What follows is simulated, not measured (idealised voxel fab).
The following is a process module called voxel transistor to metal.
Displayed cross-section: cut, width of 195 nm, square cells sized 5 nm.
A cross-section in this document is a grid of square cells, and it is written down as bands, the top band listed before the ones below it; a band is made up of one or more rows of cells.
The entry gives the band's vertical extent as a top height and a bottom height in nm, then its horizontal make-up as materials from left to right, each with a width in nm. "blank" stands for empty space; a single material marked "throughout" fills the band edge to edge.
Basically, 0 is our baseline, since under it the wafer straight out of the box is all one material. The bottom band has no lower end and keeps on going down, so it looks like "0..down".
Quick explanation for "30..40": the width changes in equal steps down the rows of cells, from the first number in the band's top row to the second number in its bottom row.
You'll sometimes find "no change" written for a step, and that's the way of saying that nowhere in the cross-section did a cell change during that step.
In the "Unvented internal voids" entry, you get each enclosed empty space of 8 cells or more, one with no open way to the top, written width x height at distance, distance from the left edge, in nm.
Post-settings text on a step line: simulator's own remark regarding the step.
Steps that use a mask can have "overlay nm" on their line. It says how far the mask sat to the right of where it was meant to be. Negative means to the left.

Process steps foreseen in the plan
| 1 | RECEIVE,material Si |
| 2 | OXIDIZE,depth nm 5 |
| 3 | CONFORMAL_DEP,material SiN,thk nm 15 |
| 4 | MASKED_ETCH,tone cover,mask id ACTIVE,width nm 105,etch materials SiN,depth nm 15,overlay nm 0 |
| 5 | MASKED_ETCH,tone cover,mask id ACTIVE,width nm 105,etch materials SiO2,depth nm 5,overlay nm 0 |
| 6 | MASKED_ETCH,tone cover,mask id ACTIVE,width nm 105,etch materials Si,depth nm 25,overlay nm 0 |
| 7 | FILL_DEP,material SiO2,thk nm 15 |
| 8 | CMP,height nm 15 |
| 9 | SELECTIVE_ETCH,etch materials SiO2,depth nm 5 |
| 10 | STRIP,etch materials SiN |
| 11 | SELECTIVE_ETCH,etch materials SiO2,depth nm 5 |
| 12 | OXIDIZE,depth nm 5 |
| 13 | DIRECTIONAL_DEP,material polySi,thk nm 25 |
| 14 | DIRECTIONAL_DEP,material SiCN,thk nm 10 |
| 15 | MASKED_ETCH,tone cover,mask id GATE,width nm 15,etch materials SiCN,depth nm 20,overlay nm 0 |
| 16 | MASKED_ETCH,tone cover,mask id GATE,width nm 15,etch materials polySi,depth nm 35,overlay nm 0 |
| 17 | CONFORMAL_DEP,material SiO2,thk nm 5 |
| 18 | DIRECTIONAL_ETCH,etch materials SiO2,depth nm 5 |
| 19 | CONFORMAL_DEP,material SiN,thk nm 5 |
| 20 | DIRECTIONAL_ETCH,etch materials SiN,depth nm 5 |
| 21 | DIRECTIONAL_ETCH,etch materials SiO2,depth nm 5 |
| 22 | DIRECTIONAL_ETCH,etch materials Si,depth nm 5 |
| 23 | EPI,material SiGe,thk nm 10 |
| 24 | FILL_DEP,material SiO2,thk nm 5 |
| 25 | CMP,height nm 30 |
| 26 | DIRECTIONAL_DEP,material SiO2,thk nm 10 |
| 27 | DIRECTIONAL_DEP,material aC,thk nm 15 |
| 28 | PATTERN,tone open,mask id CONTACT,material resist,width nm 35,pitch nm 60,thk nm 35,overlay nm 0 |
| 29 | DIRECTIONAL_ETCH,etch materials aC,depth nm 15 |
| 30 | STRIP,etch materials resist |
| 31 | DIRECTIONAL_ETCH,etch materials SiO2,depth nm 45 |
| 32 | STRIP,etch materials aC |
| 33 | CONFORMAL_DEP,material TiN,thk nm 5 |
| 34 | FILL_DEP,material Ru,thk nm 10 |
| 35 | CMP,height nm 40 |
| 36 | CONFORMAL_DEP,material SiN,thk nm 5 |
| 37 | DIRECTIONAL_DEP,material lowk,thk nm 25 |
| 38 | MASKED_ETCH,tone open,mask id METAL_1,width nm 20,pitch nm 75,etch materials lowk,depth nm 25,overlay nm 0 |
| 39 | MASKED_ETCH,tone open,mask id METAL_1,width nm 20,pitch nm 75,etch materials SiN,depth nm 5,overlay nm 0 |
| 40 | CONFORMAL_DEP,material TiN,thk nm 5 |
| 41 | FILL_DEP,material W,thk nm 10 |
| 42 | CMP,height nm 70 |
| 43 | CONFORMAL_DEP,material SiCN,thk nm 5 |

Wafer cross-section on receipt, i.e. after step 1
  0..down = Si throughout
  Unvented internal voids: none

First of two wafers, end-of-module section, run followed plan
  75..70 = SiCN throughout
  70..45 = 50 nm lowk  5 nm TiN  10 nm W  5 nm TiN  55 nm lowk  5 nm TiN  10 nm W  5 nm TiN  50 nm lowk
  45..40 = 50 nm SiN  20 nm TiN  55 nm SiN  20 nm TiN  50 nm SiN
  40..30 = 50 nm SiO2  5 nm TiN  25..20 nm Ru  5..10 nm TiN  25 nm SiO2  5..10 nm TiN  25..20 nm Ru  5 nm TiN  50 nm SiO2
  30..20 = 50 nm SiO2  5 nm TiN  20 nm Ru  5 nm TiN  5 nm SiN  5 nm SiO2  15 nm SiCN  5 nm SiO2  5 nm SiN  5 nm TiN  20 nm Ru  5 nm TiN  50 nm SiO2
  20..5 = 50 nm SiO2  5 nm TiN  20 nm Ru  5 nm TiN  5 nm SiN  5 nm SiO2  15 nm polySi  5 nm SiO2  5 nm SiN  5 nm TiN  20 nm Ru  5 nm TiN  50 nm SiO2
  5..0 = 45 nm SiO2  5 nm SiN  30 nm TiN  5 nm SiN  5 nm SiO2  15 nm polySi  5 nm SiO2  5 nm SiN  30 nm TiN  5 nm SiN  45 nm SiO2
  0..-5 = 45 nm SiO2  5 nm SiN  10 nm SiGe  10 nm TiN  10 nm SiGe  5 nm SiN  5 nm SiO2  15 nm polySi  5 nm SiO2  5 nm SiN  10 nm SiGe  10 nm TiN  10 nm SiGe  5 nm SiN  45 nm SiO2
  -5..-10 = 50 nm SiO2  30 nm SiGe  35 nm SiO2  30 nm SiGe  50 nm SiO2
  -10..-15 = 45 nm SiO2  5 nm Si  30 nm SiGe  35 nm Si  30 nm SiGe  5 nm Si  45 nm SiO2
  -15..-30 = 45 nm SiO2  105 nm Si  45 nm SiO2
  -30..down = Si throughout
  Unvented internal voids: none

This is the second of the two wafers, cross-sectioned at the end of the module; it started exactly like the first and was given the same plan, but it was run with one mistake
  75..70 = SiCN throughout
  70..55 = 50 nm lowk  5 nm TiN  10 nm W  5 nm TiN  55 nm lowk  5 nm TiN  10 nm W  5 nm TiN  50 nm lowk
  55..50 = 50 nm SiN  20 nm TiN  55 nm SiN  20 nm TiN  50 nm SiN
  50..45 = Ru throughout
  45..40 = 55 nm TiN  25 nm Ru  35 nm TiN  25 nm Ru  55 nm TiN
  40..30 = 50 nm SiO2  5 nm TiN  25..20 nm Ru  5..10 nm TiN  25 nm SiO2  5..10 nm TiN  25..20 nm Ru  5 nm TiN  50 nm SiO2
  30..20 = 50 nm SiO2  5 nm TiN  20 nm Ru  5 nm TiN  5 nm SiN  5 nm SiO2  15 nm SiCN  5 nm SiO2  5 nm SiN  5 nm TiN  20 nm Ru  5 nm TiN  50 nm SiO2
  20..5 = 50 nm SiO2  5 nm TiN  20 nm Ru  5 nm TiN  5 nm SiN  5 nm SiO2  15 nm polySi  5 nm SiO2  5 nm SiN  5 nm TiN  20 nm Ru  5 nm TiN  50 nm SiO2
  5..0 = 45 nm SiO2  5 nm SiN  30 nm TiN  5 nm SiN  5 nm SiO2  15 nm polySi  5 nm SiO2  5 nm SiN  30 nm TiN  5 nm SiN  45 nm SiO2
  0..-5 = 45 nm SiO2  5 nm SiN  10 nm SiGe  10 nm TiN  10 nm SiGe  5 nm SiN  5 nm SiO2  15 nm polySi  5 nm SiO2  5 nm SiN  10 nm SiGe  10 nm TiN  10 nm SiGe  5 nm SiN  45 nm SiO2
  -5..-10 = 50 nm SiO2  30 nm SiGe  35 nm SiO2  30 nm SiGe  50 nm SiO2
  -10..-15 = 45 nm SiO2  5 nm Si  30 nm SiGe  35 nm Si  30 nm SiGe  5 nm Si  45 nm SiO2
  -15..-30 = 45 nm SiO2  105 nm Si  45 nm SiO2
  -30..down = Si throughout
  Unvented internal voids: none
Deviation from plan: off-plan run, step 35, actual operation and settings CMP,height nm 50
The second wafer ends with more or fewer cells of some materials than the first, per final count: Ru +49; TiN +21; W -8; lowk -62
